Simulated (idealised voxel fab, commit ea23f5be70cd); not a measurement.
voxel air gaps: a process module
Cross-section cut spans 280 nm and uses square cells 5 nm in size.
This document writes a cross-section as a grid whose cells are square, and gives it as bands, listed from the top down; one or more rows of cells form a band.
Look at the band entry: it leads with the top's height and the bottom's height in nm. Then it lists the materials left to right, with a width in nm for each. The word "throughout" on a single material says that material fills the band edge to edge. The word "air" is empty space.
Basically, 0 is our baseline, since under it the wafer straight out of the box is all one material. The bottom band has no lower end and keeps on going down, so it looks like "0 nm and below".
Think of "30 to 40" as a width that walks from the first number to the second as you go down the band, top row to bottom row, taking equal-sized steps from row to row.
Step note "identical to before" = no cross-section cell changed.
Any empty space of 8 cells or more lacking an open way to the top shows up in "Cavities, sealed" as width x height at distance, distance from the left edge, in nm.
after a step's settings: what the simulator itself notes on the step
Regarding "overlay nm": on a step with a mask, it is the distance the mask lay to the right of its planned place; a negative value places it to the left.

Planned process steps
1: RECEIVE, material Si
2: CONFORMAL_DEP, material SiO2, thk nm 15
3: CONFORMAL_DEP, material SiCN, thk nm 5
4: DIRECTIONAL_DEP, material SiO2, thk nm 30
5: DIRECTIONAL_DEP, material aC, thk nm 10
6: PATTERN, tone open, mask id LINES, material resist, width nm 15, pitch nm 40, thk nm 30, overlay nm 0
7: DIRECTIONAL_ETCH, etch materials aC, depth nm 10
8: STRIP, etch materials resist
9: DIRECTIONAL_ETCH, etch materials SiO2, depth nm 30
10: STRIP, etch materials aC
11: CONFORMAL_DEP, material TiN, thk nm 5
12: FILL_DEP, material Cu, thk nm 5
13: CMP, height nm 50
14: EPI, material Ru, thk nm 10
15: SELECTIVE_ETCH, etch materials SiO2, depth nm 40
16: CONFORMAL_DEP, material SiCN, thk nm 5

Of two wafers, the first: run according to plan

Cross-section of the incoming wafer, state after step 1
* 0 nm and below = Si throughout
* Cavities, sealed: none

Wafer after step 2 (cross-section)
* 15 nm to 0 nm = SiO2 throughout
* Everything below 0 is unchanged.

Wafer after step 3 (cross-section)
* 20 nm to 15 nm = SiCN throughout
* Everything below 15 is unchanged.

Wafer after step 4 (cross-section)
* 50 nm to 20 nm = SiO2 throughout
* Everything below 20 is unchanged.

Wafer after step 5 (cross-section)
* 60 nm to 50 nm = aC throughout
* Everything below 50 is unchanged.

Wafer after step 6 (cross-section)
* 90 nm to 60 nm = resist 70  air 15  resist 25  air 15  resist 25  air 15  resist 25  air 15  resist 75
* Everything below 60 is unchanged.

Wafer after step 7 (cross-section)
* 80 nm to 60 nm = resist 70  air 15  resist 25  air 15  resist 25  air 15  resist 25  air 15  resist 75
* 60 nm to 50 nm = aC 70  air 15  aC 25  air 15  aC 25  air 15  aC 25  air 15  aC 75
* Everything below 50 is unchanged.

Wafer after step 8 (cross-section)
* 60 nm to 50 nm = aC 70  air 15  aC 25  air 15  aC 25  air 15  aC 25  air 15  aC 75
* Everything below 50 is unchanged.

Wafer after step 9 (cross-section)
* 60 nm to 50 nm = aC 70  air 15  aC 25  air 15  aC 25  air 15  aC 25  air 15  aC 75
* 50 nm to 20 nm = SiO2 70  air 15  SiO2 25  air 15  SiO2 25  air 15  SiO2 25  air 15  SiO2 75
* Everything below 20 is unchanged.

Wafer after step 10 (cross-section)
* 50 nm to 20 nm = SiO2 70  air 15  SiO2 25  air 15  SiO2 25  air 15  SiO2 25  air 15  SiO2 75
* Everything below 20 is unchanged.

Wafer after step 11 (cross-section)
* 55 nm to 50 nm = TiN 75  air 5  TiN 35  air 5  TiN 35  air 5  TiN 35  air 5  TiN 80
* 50 nm to 25 nm = SiO2 70  TiN 5  air 5  TiN 5  SiO2 25  TiN 5  air 5  TiN 5  SiO2 25  TiN 5  air 5  TiN 5  SiO2 25  TiN 5  air 5  TiN 5  SiO2 75
* 25 nm to 20 nm = SiO2 70  TiN 15  SiO2 25  TiN 15  SiO2 25  TiN 15  SiO2 25  TiN 15  SiO2 75
* Everything below 20 is unchanged.

Wafer after step 12 (cross-section)
* 60 nm to 55 nm = Cu throughout
* 55 nm to 50 nm = TiN 75  Cu 5  TiN 35  Cu 5  TiN 35  Cu 5  TiN 35  Cu 5  TiN 80
* 50 nm to 25 nm = SiO2 70  TiN 5  Cu 5  TiN 5  SiO2 25  TiN 5  Cu 5  TiN 5  SiO2 25  TiN 5  Cu 5  TiN 5  SiO2 25  TiN 5  Cu 5  TiN 5  SiO2 75
* Everything below 25 is unchanged.

Wafer after step 13 (cross-section)
* 50 nm to 25 nm = SiO2 70  TiN 5  Cu 5  TiN 5  SiO2 25  TiN 5  Cu 5  TiN 5  SiO2 25  TiN 5  Cu 5  TiN 5  SiO2 25  TiN 5  Cu 5  TiN 5  SiO2 75
* Everything below 25 is unchanged.

Wafer after step 14 (cross-section)
* 60 nm to 50 nm = air 60  Ru 35  air 5  Ru 35  air 5  Ru 35  air 5  Ru 35  air 65
* Everything below 50 is unchanged.

Wafer after step 15 (cross-section)
* 60 nm to 50 nm = air 60  Ru 35  air 5  Ru 35  air 5  Ru 35  air 5  Ru 35  air 65
* 50 nm to 25 nm = air 70  TiN 5  Cu 5  TiN 5  air 25  TiN 5  Cu 5  TiN 5  air 25  TiN 5  Cu 5  TiN 5  air 25  TiN 5  Cu 5  TiN 5  air 75
* 25 nm to 20 nm = air 70  TiN 15  air 25  TiN 15  air 25  TiN 15  air 25  TiN 15  air 75
* Everything below 20 is unchanged.

Wafer after step 16 (cross-section)
* 65 nm to 60 nm = air 55  SiCN 165  air 60
* 60 nm to 50 nm = air 55  SiCN 5  Ru 35  SiCN 5  Ru 35  SiCN 5  Ru 35  SiCN 5  Ru 35  SiCN 5  air 60
* 50 nm to 45 nm = air 55  SiCN 15  TiN 5  Cu 5  TiN 5  SiCN 25  TiN 5  Cu 5  TiN 5  SiCN 25  TiN 5  Cu 5  TiN 5  SiCN 25  TiN 5  Cu 5  TiN 5  SiCN 15  air 60
* 45 nm to 25 nm = air 65  SiCN 5  TiN 5  Cu 5  TiN 5  SiCN 5  air 15  SiCN 5  TiN 5  Cu 5  TiN 5  SiCN 5  air 15  SiCN 5  TiN 5  Cu 5  TiN 5  SiCN 5  air 15  SiCN 5  TiN 5  Cu 5  TiN 5  SiCN 5  air 70
* 25 nm to 20 nm = SiCN 70  TiN 15  SiCN 25  TiN 15  SiCN 25  TiN 15  SiCN 25  TiN 15  SiCN 75
* Everything below 20 is unchanged.
* Cavities, sealed: 15 x 20 at 90; 15 x 20 at 130; 15 x 20 at 170

Second wafer, same starting state and plan as the first, one mistake in the run, identical through step 5

Second wafer at the planned finish of step 6, seen in cross-section
* 90 nm to 60 nm = resist 70  air 20  resist 20  air 20  resist 20  air 20  resist 20  air 20  resist 70
* Everything below 60 is unchanged.

Second wafer at the planned finish of step 7, seen in cross-section
* 80 nm to 60 nm = resist 70  air 20  resist 20  air 20  resist 20  air 20  resist 20  air 20  resist 70
* 60 nm to 50 nm = aC 70  air 20  aC 20  air 20  aC 20  air 20  aC 20  air 20  aC 70
* Everything below 50 is unchanged.

Second wafer at the planned finish of step 8, seen in cross-section
* 60 nm to 50 nm = aC 70  air 20  aC 20  air 20  aC 20  air 20  aC 20  air 20  aC 70
* Everything below 50 is unchanged.

Second wafer at the planned finish of step 9, seen in cross-section
* 60 nm to 50 nm = aC 70  air 20  aC 20  air 20  aC 20  air 20  aC 20  air 20  aC 70
* 50 nm to 20 nm = SiO2 70  air 20  SiO2 20  air 20  SiO2 20  air 20  SiO2 20  air 20  SiO2 70
* Everything below 20 is unchanged.

Second wafer at the planned finish of step 10, seen in cross-section
* 50 nm to 20 nm = SiO2 70  air 20  SiO2 20  air 20  SiO2 20  air 20  SiO2 20  air 20  SiO2 70
* Everything below 20 is unchanged.

Second wafer at the planned finish of step 11, seen in cross-section
* 55 nm to 50 nm = TiN 75  air 10  TiN 30  air 10  TiN 30  air 10  TiN 30  air 10  TiN 75
* 50 nm to 25 nm = SiO2 70  TiN 5  air 10  TiN 5  SiO2 20  TiN 5  air 10  TiN 5  SiO2 20  TiN 5  air 10  TiN 5  SiO2 20  TiN 5  air 10  TiN 5  SiO2 70
* 25 nm to 20 nm = SiO2 70  TiN 20  SiO2 20  TiN 20  SiO2 20  TiN 20  SiO2 20  TiN 20  SiO2 70
* Everything below 20 is unchanged.

Second wafer at the planned finish of step 12, seen in cross-section
* 60 nm to 55 nm = Cu throughout
* 55 nm to 50 nm = TiN 75  Cu 10  TiN 30  Cu 10  TiN 30  Cu 10  TiN 30  Cu 10  TiN 75
* 50 nm to 25 nm = SiO2 70  TiN 5  Cu 10  TiN 5  SiO2 20  TiN 5  Cu 10  TiN 5  SiO2 20  TiN 5  Cu 10  TiN 5  SiO2 20  TiN 5  Cu 10  TiN 5  SiO2 70
* Everything below 25 is unchanged.

Second wafer at the planned finish of step 13, seen in cross-section
* 50 nm to 25 nm = SiO2 70  TiN 5  Cu 10  TiN 5  SiO2 20  TiN 5  Cu 10  TiN 5  SiO2 20  TiN 5  Cu 10  TiN 5  SiO2 20  TiN 5  Cu 10  TiN 5  SiO2 70
* Everything below 25 is unchanged.

Second wafer at the planned finish of step 14, seen in cross-section
* 60 nm to 50 nm = air 60  Ru 160  air 60
* Everything below 50 is unchanged.

Second wafer at the planned finish of step 15, seen in cross-section
* 60 nm to 50 nm = air 60  Ru 160  air 60
* 50 nm to 25 nm = air 70  TiN 5  Cu 10  TiN 5  SiO2 20  TiN 5  Cu 10  TiN 5  SiO2 20  TiN 5  Cu 10  TiN 5  SiO2 20  TiN 5  Cu 10  TiN 5  air 70
* 25 nm to 20 nm = air 70  TiN 20  SiO2 20  TiN 20  SiO2 20  TiN 20  SiO2 20  TiN 20  air 70
* Everything below 20 is unchanged.

Second wafer at the planned finish of step 16, seen in cross-section
* 65 nm to 60 nm = air 55  SiCN 170  air 55
* 60 nm to 50 nm = air 55  SiCN 5  Ru 160  SiCN 5  air 55
* 50 nm to 45 nm = air 55  SiCN 15  TiN 5  Cu 10  TiN 5  SiO2 20  TiN 5  Cu 10  TiN 5  SiO2 20  TiN 5  Cu 10  TiN 5  SiO2 20  TiN 5  Cu 10  TiN 5  SiCN 15  air 55
* 45 nm to 25 nm = air 65  SiCN 5  TiN 5  Cu 10  TiN 5  SiO2 20  TiN 5  Cu 10  TiN 5  SiO2 20  TiN 5  Cu 10  TiN 5  SiO2 20  TiN 5  Cu 10  TiN 5  SiCN 5  air 65
* 25 nm to 20 nm = SiCN 70  TiN 20  SiO2 20  TiN 20  SiO2 20  TiN 20  SiO2 20  TiN 20  SiCN 70
* Everything below 20 is unchanged.
Plan not followed: contrary to plan, step 6 was performed as PATTERN, tone open, mask id LINES, material resist, width nm 20, pitch nm 40, thk nm 30, overlay nm 0
The final cell counts differ between the wafers, with the second having more or fewer of some materials than the first: +20 Cu | +8 Ru | -60 SiCN | +72 SiO2 | +4 TiN
Quick summary for you: first wafer finishes at 3 closed voids, second at 0.
